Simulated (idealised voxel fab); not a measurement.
This is a process module. Its name is voxel gate over fins.
It is cross-section cut that appears here, measuring 220 nm in width, its square cells being 5 nm in size.
Notation: cross-section as square-cell grid; stated in bands, top first, going down; one or more cell rows per band.
Look at the band entry: it leads with the top's height and the bottom's height in nm. Then it lists the materials left to right, with a width in nm for each. The word "full width" on a single material says that material fills the band edge to edge. The word "blank" is empty space.
Heights are reckoned from 0. Under this level, the received wafer is all of one material. The bottommost band is open-ended downward, for example "0..down".
So if you see something like "30->40" for the width, read it as the top row of the band sitting at the first number and the bottom row at the second, with every row in between moving by the same amount as the last.
The cross-section has no changed cell in any step marked "nothing was modified".
The list in "Enclosed cavities" covers empty spaces of 8 cells or more that cannot reach the top through any open way, and it gives each as width x height at distance; the distance is from the left edge, and width, height and distance are in nm.
Whatever follows a step's settings on its line is a remark the simulator itself makes about that step.
"overlay nm" answers the question of how far to the right of plan the mask lay on a step that has a mask, and when it is negative the answer is to the left.

# List of planned process steps
1) RECEIVE [material Si]
2) CONFORMAL_DEP [material SiN] [thk nm 5]
3) MASKED_ETCH [tone cover] [mask id FINS] [width nm 15] [pitch nm 50] [etch materials SiN] [depth nm 5] [overlay nm 0]
4) MASKED_ETCH [tone cover] [mask id FINS] [width nm 15] [pitch nm 50] [etch materials Si] [depth nm 40] [overlay nm 0]
5) FILL_DEP [material SiO2] [thk nm 5]
6) CMP [height nm 5]
7) PATTERN [tone open] [mask id RAIL] [material resist] [width nm 15] [thk nm 15] [overlay nm 0]
8) DIRECTIONAL_ETCH [etch materials SiO2] [depth nm 40]
9) STRIP [etch materials resist]
10) CONFORMAL_DEP [material TiN] [thk nm 5]
11) FILL_DEP [material Ru] [thk nm 10]
12) CMP [height nm 5]
13) SELECTIVE_ETCH [etch materials W Ru TiN] [depth nm 30]
14) FILL_DEP [material SiO2] [thk nm 5]
15) CMP [height nm 5]
16) SELECTIVE_ETCH [etch materials SiO2] [depth nm 20]
17) STRIP [etch materials SiN]
18) CONFORMAL_DEP [material HfO2] [thk nm 5]
19) CONFORMAL_DEP [material TiN] [thk nm 5]
20) CONFORMAL_DEP [material TiAl] [thk nm 5]
21) CONFORMAL_DEP [material TiN] [thk nm 5]
22) FILL_DEP [material W] [thk nm 15]
23) CMP [height nm 30]
24) CONFORMAL_DEP [material SiN] [thk nm 5]

# The cross-section here shows the wafer as received, i.e. in its state after step 1
  0..down  Si full width
  Enclosed cavities: none

# The cross-section shown corresponds to the wafer at the conclusion of the module. The initial structure and the process plan are those presented above; however, one mistake occurred in executing the plan
  35..30  SiN full width
  30..20  W full width
  20..15  W (30)  TiN (155)  W (35)
  15..10  W (30)  TiN (5)  TiAl (45)  TiN (5)  TiAl (45)  TiN (5)  TiAl (45)  TiN (5)  W (35)
  10..5  W (30)  TiN (5)  TiAl (5)  TiN (35)  TiAl (5)  TiN (5)  TiAl (5)  TiN (35)  TiAl (5)  TiN (5)  TiAl (5)  TiN (35)  TiAl (5)  TiN (5)  W (35)
  5..0  TiN (35)  TiAl (5)  TiN (5)  HfO2 (25)  TiN (5)  TiAl (5)  TiN (5)  TiAl (5)  TiN (5)  HfO2 (25)  TiN (5)  TiAl (5)  TiN (5)  TiAl (5)  TiN (5)  HfO2 (25)  TiN (5)  TiAl (5)  TiN (40)
  0..-5  TiAl (40)  TiN (5)  HfO2 (5)  Si (15)  HfO2 (5)  TiN (5)  TiAl (15)  TiN (5)  HfO2 (5)  Si (15)  HfO2 (5)  TiN (5)  TiAl (15)  TiN (5)  HfO2 (5)  Si (15)  HfO2 (5)  TiN (5)  TiAl (45)
  -5..-10  TiN (45)  HfO2 (5)  Si (15)  HfO2 (5)  TiN (25)  HfO2 (5)  Si (15)  HfO2 (5)  TiN (25)  HfO2 (5)  Si (15)  HfO2 (5)  TiN (50)
  -10..-15  HfO2 (50)  Si (15)  HfO2 (35)  Si (15)  HfO2 (35)  Si (15)  HfO2 (55)
  -15..-25  SiO2 (50)  Si (15)  SiO2 (35)  Si (15)  SiO2 (35)  Si (15)  SiO2 (55)
  -25..-30  SiO2 (50)  Si (15)  SiO2 (5)  TiN (5)  Ru (15)  TiN (5)  SiO2 (5)  Si (15)  SiO2 (35)  Si (15)  SiO2 (55)
  -30..-35  SiO2 (50)  Si (15)  SiO2 (5)  TiN (25)  SiO2 (5)  Si (15)  SiO2 (35)  Si (15)  SiO2 (55)
  -35..-40  SiO2 (50)  Si (15)  SiO2 (35)  Si (15)  SiO2 (35)  Si (15)  SiO2 (55)
  -40..down  Si full width
  Enclosed cavities: none
It is concluded that the wafer was processed incorrectly with respect to the plan, in that contrary to plan, step 7 was performed as PATTERN [tone open] [mask id RAIL] [material resist] [width nm 25] [thk nm 15] [overlay nm 0]
